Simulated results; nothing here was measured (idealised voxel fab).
process module | voxel ribs on slabs
cross-section cut | 250 nm wide | cells 5 nm
A cross-section is a grid of square cells, given in bands from the top down. A band is one or more rows of cells.
Each band's line starts with the height of the band's top and of its bottom, in nm. Then come its materials from left to right, each with its width in nm. One material with "throughout" fills the band from edge to edge. "air" is empty space.
Height 0 is the level under which the wafer as received is all one material. The lowest band goes on downwards, as in "0 down".
A width such as "30 to 40" changes by the same amount from each row of cells to the next, from the band's top row to its bottom row.
"no change" after a step means that no cell of the cross-section changed.
closed voids: empty space of 8 cells or more with no open way to the top, each as width x height at its distance from the left edge, in nm
after a step's settings: what the simulator itself notes on the step
overlay nm, on a step with a mask: how far to the right of its planned place the mask lay; to the left if negative
plan
1 op RECEIVE | material Si
2 op DIRECTIONAL_DEP | material SiO2 | thk nm 25
3 op DIRECTIONAL_DEP | material polySi | thk nm 15
4 op PATTERN | tone cover | mask id RIB | material resist | width nm 30 | thk nm 20 | overlay nm 0
5 op DIRECTIONAL_ETCH | etch materials polySi | depth nm 10
6 op STRIP | etch materials resist
7 op MASKED_ETCH | tone cover | mask id SLAB | width nm 90 | etch materials polySi | depth nm 5 | overlay nm 0
8 op FILL_DEP | material SiO2 | thk nm 25
9 op CMP | height nm 60
10 op DIRECTIONAL_DEP | material TiN | thk nm 5
11 op MASKED_ETCH | tone cover | mask id HEATER | width nm 40 | etch materials TiN | depth nm 5 | overlay nm 0
12 op CONFORMAL_DEP | material SiO2 | thk nm 10
first wafer, as planned
as received, after step 1
  0 down: Si throughout
  closed voids: none
after step 2
  25 to 0: SiO2 throughout
  below 0: unchanged
after step 3
  40 to 25: polySi throughout
  below 25: unchanged
after step 4
  60 to 40: air 110 | resist 30 | air 110
  below 40: unchanged
after step 5
  60 to 40: air 110 | resist 30 | air 110
  40 to 30: air 110 | polySi 30 | air 110
  below 30: unchanged
after step 6
  40 to 30: air 110 | polySi 30 | air 110
  below 30: unchanged
after step 7
  40 to 30: air 110 | polySi 30 | air 110
  30 to 25: air 80 | polySi 90 | air 80
  below 25: unchanged
after step 8
  65 to 40: SiO2 throughout
  40 to 30: SiO2 110 | polySi 30 | SiO2 110
  30 to 25: SiO2 80 | polySi 90 | SiO2 80
  below 25: unchanged
after step 9
  60 to 40: SiO2 throughout
  below 40: unchanged
after step 10
  65 to 60: TiN throughout
  below 60: unchanged
after step 11
  65 to 60: air 105 | TiN 40 | air 105
  below 60: unchanged
after step 12
  75 to 70: air 95 | SiO2 60 | air 95
  70 to 65: SiO2 throughout
  65 to 60: SiO2 105 | TiN 40 | SiO2 105
  below 60: unchanged
second wafer: like start, like plan, one mistake. Through step 3 it matches the first wafer
when step 4 should have ended
  60 to 40: air 100 | resist 30 | air 120
  below 40: unchanged
when step 5 should have ended
  60 to 40: air 100 | resist 30 | air 120
  40 to 30: air 100 | polySi 30 | air 120
  below 30: unchanged
when step 6 should have ended
  40 to 30: air 100 | polySi 30 | air 120
  below 30: unchanged
when step 7 should have ended
  40 to 30: air 100 | polySi 30 | air 120
  30 to 25: air 80 | polySi 90 | air 80
  below 25: unchanged
when step 8 should have ended
  65 to 40: SiO2 throughout
  40 to 30: SiO2 100 | polySi 30 | SiO2 120
  30 to 25: SiO2 80 | polySi 90 | SiO2 80
  below 25: unchanged
when step 9 should have ended
  60 to 40: SiO2 throughout
  below 40: unchanged
when step 10 should have ended
  65 to 60: TiN throughout
  below 60: unchanged
when step 11 should have ended
  65 to 60: air 105 | TiN 40 | air 105
  below 60: unchanged
when step 12 should have ended
  75 to 70: air 95 | SiO2 60 | air 95
  70 to 65: SiO2 throughout
  65 to 60: SiO2 105 | TiN 40 | SiO2 105
  below 60: unchanged
what went wrong: step 4 ran as: op PATTERN | tone cover | mask id RIB | material resist | width nm 30 | thk nm 20 | overlay nm -10
at the end the second wafer has, in cells: as many of each material as the first, in other places
